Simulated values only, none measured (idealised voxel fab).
process module | voxel wiring stack
cross-section cut | 220 nm wide | cells 5 nm
A cross-section is a grid of square cells, given in bands from the top down. A band is one or more rows of cells.
Each band's line starts with the height of the band's top and of its bottom, in nm. Then come its materials from left to right, each with its width in nm. One material with "throughout" fills the band from edge to edge. "air" is empty space.
Height 0 is the level under which the wafer as received is all one material. The lowest band goes on downwards, as in "0 down".
A width such as "30 to 40" changes by the same amount from each row of cells to the next, from the band's top row to its bottom row.
"no change" after a step means that no cell of the cross-section changed.
closed voids: empty space of 8 cells or more with no open way to the top, each as width x height at its distance from the left edge, in nm
after a step's settings: what the simulator itself notes on the step
overlay nm, on a step with a mask: how far to the right of its planned place the mask lay; to the left if negative
plan
1 op RECEIVE | material Si
2 op CONFORMAL_DEP | material SiO2 | thk nm 10
3 op CONFORMAL_DEP | material SiN | thk nm 5
4 op DIRECTIONAL_DEP | material lowk | thk nm 15
5 op MASKED_ETCH | tone open | mask id METAL_1 | width nm 20 | pitch nm 50 | etch materials lowk | depth nm 15 | overlay nm 0
6 op MASKED_ETCH | tone open | mask id METAL_1 | width nm 20 | pitch nm 50 | etch materials SiN | depth nm 5 | overlay nm 0
7 op CONFORMAL_DEP | material TiN | thk nm 5
8 op FILL_DEP | material Cu | thk nm 5
9 op CMP | height nm 30
10 op CONFORMAL_DEP | material SiCN | thk nm 5
11 op DIRECTIONAL_DEP | material SiO2 | thk nm 10
12 op MASKED_ETCH | tone open | mask id PLUG_1 | width nm 15 | pitch nm 50 | etch materials SiO2 | depth nm 10 | overlay nm 0
13 op MASKED_ETCH | tone open | mask id PLUG_1 | width nm 15 | pitch nm 50 | etch materials SiCN | depth nm 5 | overlay nm 0
14 op EPI | material Ru | thk nm 10
15 op EPI | material Ru | thk nm 5
16 op DIRECTIONAL_DEP | material TiN | thk nm 5
17 op DIRECTIONAL_DEP | material Ru | thk nm 20
18 op DIRECTIONAL_DEP | material aC | thk nm 15
19 op PATTERN | tone cover | mask id METAL_2 | material resist | width nm 20 | pitch nm 50 | thk nm 30 | overlay nm 0
20 op DIRECTIONAL_ETCH | etch materials aC | depth nm 15
21 op STRIP | etch materials resist
22 op DIRECTIONAL_ETCH | etch materials Ru | depth nm 20
23 op DIRECTIONAL_ETCH | etch materials TiN | depth nm 5
24 op STRIP | etch materials aC
25 op CONFORMAL_DEP | material SiN | thk nm 5
26 op FILL_DEP | material lowk | thk nm 10
27 op CMP | height nm 70
28 op CONFORMAL_DEP | material SiCN | thk nm 5
29 op DIRECTIONAL_DEP | material SiO2 | thk nm 10
30 op PATTERN | tone open | mask id PLUG_2 | material resist | width nm 15 | pitch nm 50 | thk nm 15 | overlay nm 0
31 op DIRECTIONAL_ETCH | etch materials SiO2 | depth nm 10
32 op DIRECTIONAL_ETCH | etch materials SiCN | depth nm 5
33 op STRIP | etch materials resist
34 op EPI | material Ru | thk nm 10
35 op EPI | material Ru | thk nm 5
36 op CONFORMAL_DEP | material SiN | thk nm 5
37 op DIRECTIONAL_DEP | material SiO2 | thk nm 25
38 op PATTERN | tone open | mask id METAL_3 | material resist | width nm 20 | pitch nm 50 | thk nm 15 | overlay nm 0
39 op DIRECTIONAL_ETCH | etch materials SiO2 | depth nm 25
40 op DIRECTIONAL_ETCH | etch materials SiN | depth nm 5
41 op STRIP | etch materials resist
42 op CONFORMAL_DEP | material TiN | thk nm 5
43 op FILL_DEP | material Ru | thk nm 5
44 op CMP | height nm 115
45 op CONFORMAL_DEP | material SiCN | thk nm 5
as received, after step 1
  0 down: Si throughout
  closed voids: none
first wafer at the end, as planned
  120 to 115: SiCN throughout
  115 to 90: SiO2 75 | TiN 5 | Ru 10 | TiN 5 | SiO2 30 | TiN 5 | Ru 10 | TiN 5 | SiO2 75
  90 to 85: SiN 75 | TiN 20 | SiN 30 | TiN 20 | SiN 75
  85 to 75: SiO2 75 | Ru 15 | SiO2 35 | Ru 15 | SiO2 80
  75 to 70: SiCN 75 | Ru 15 | SiCN 35 | Ru 15 | SiCN 80
  70 to 50: lowk 70 | SiN 5 | Ru 20 | SiN 5 | lowk 20 | SiN 5 | Ru 20 | SiN 5 | lowk 70
  50 to 45: SiN 75 | TiN 20 | SiN 30 | TiN 20 | SiN 75
  45 to 35: SiO2 75 | Ru 15 | SiO2 35 | Ru 15 | SiO2 80
  35 to 30: SiCN 75 | Ru 15 | SiCN 35 | Ru 15 | SiCN 80
  30 to 15: lowk 75 | TiN 5 | Cu 10 | TiN 5 | lowk 30 | TiN 5 | Cu 10 | TiN 5 | lowk 75
  15 to 10: SiN 75 | TiN 20 | SiN 30 | TiN 20 | SiN 75
  10 to 0: SiO2 throughout
  0 down: Si throughout
  closed voids: none
second wafer at the end: like start, like plan, one mistake
  120 to 115: SiCN throughout
  115 to 105: Ru 65 | TiN 5 | SiO2 5 | TiN 5 | Ru 10 | TiN 5 | SiO2 20 | TiN 5 | SiO2 5 | TiN 5 | Ru 10 | TiN 5 | SiO2 20 | TiN 5 | Ru 50
  105 to 100: TiN 70 | SiO2 5 | TiN 5 | Ru 10 | TiN 5 | SiO2 20 | TiN 5 | SiO2 5 | TiN 5 | Ru 10 | TiN 5 | SiO2 20 | TiN 55
  100 to 90: SiO2 75 | TiN 5 | Ru 10 | TiN 5 | SiO2 30 | TiN 5 | Ru 10 | TiN 5 | SiO2 75
  90 to 85: SiO2 70 | SiN 5 | TiN 20 | SiN 20 | SiO2 5 | SiN 5 | TiN 20 | SiN 20 | SiO2 55
  85 to 75: SiO2 70 | SiN 5 | SiO2 15 | Ru 20 | SiN 5 | SiO2 5 | SiN 5 | SiO2 15 | Ru 20 | SiN 5 | SiO2 55
  75 to 70: SiN 75 | SiCN 15 | Ru 20 | SiN 15 | SiCN 15 | Ru 20 | SiN 60
  70 to 50: lowk 70 | SiN 5 | Ru 20 | SiN 5 | lowk 20 | SiN 5 | Ru 20 | SiN 5 | lowk 70
  50 to 45: SiN 75 | TiN 20 | SiN 30 | TiN 20 | SiN 75
  45 to 35: SiO2 75 | Ru 15 | SiO2 35 | Ru 15 | SiO2 80
  35 to 30: SiCN 75 | Ru 15 | SiCN 35 | Ru 15 | SiCN 80
  30 to 15: lowk 75 | TiN 5 | Cu 10 | TiN 5 | lowk 30 | TiN 5 | Cu 10 | TiN 5 | lowk 75
  15 to 10: SiN 75 | TiN 20 | SiN 30 | TiN 20 | SiN 75
  10 to 0: SiO2 throughout
  0 down: Si throughout
  closed voids: none
what went wrong: step 30 ran as: op PATTERN | tone cover | mask id PLUG_2 | material resist | width nm 15 | pitch nm 50 | thk nm 15 | overlay nm 0
at the end the second wafer has, in cells: 52 more of Ru | 32 fewer of SiCN | 12 more of SiN | 64 fewer of SiO2 | 32 more of TiN
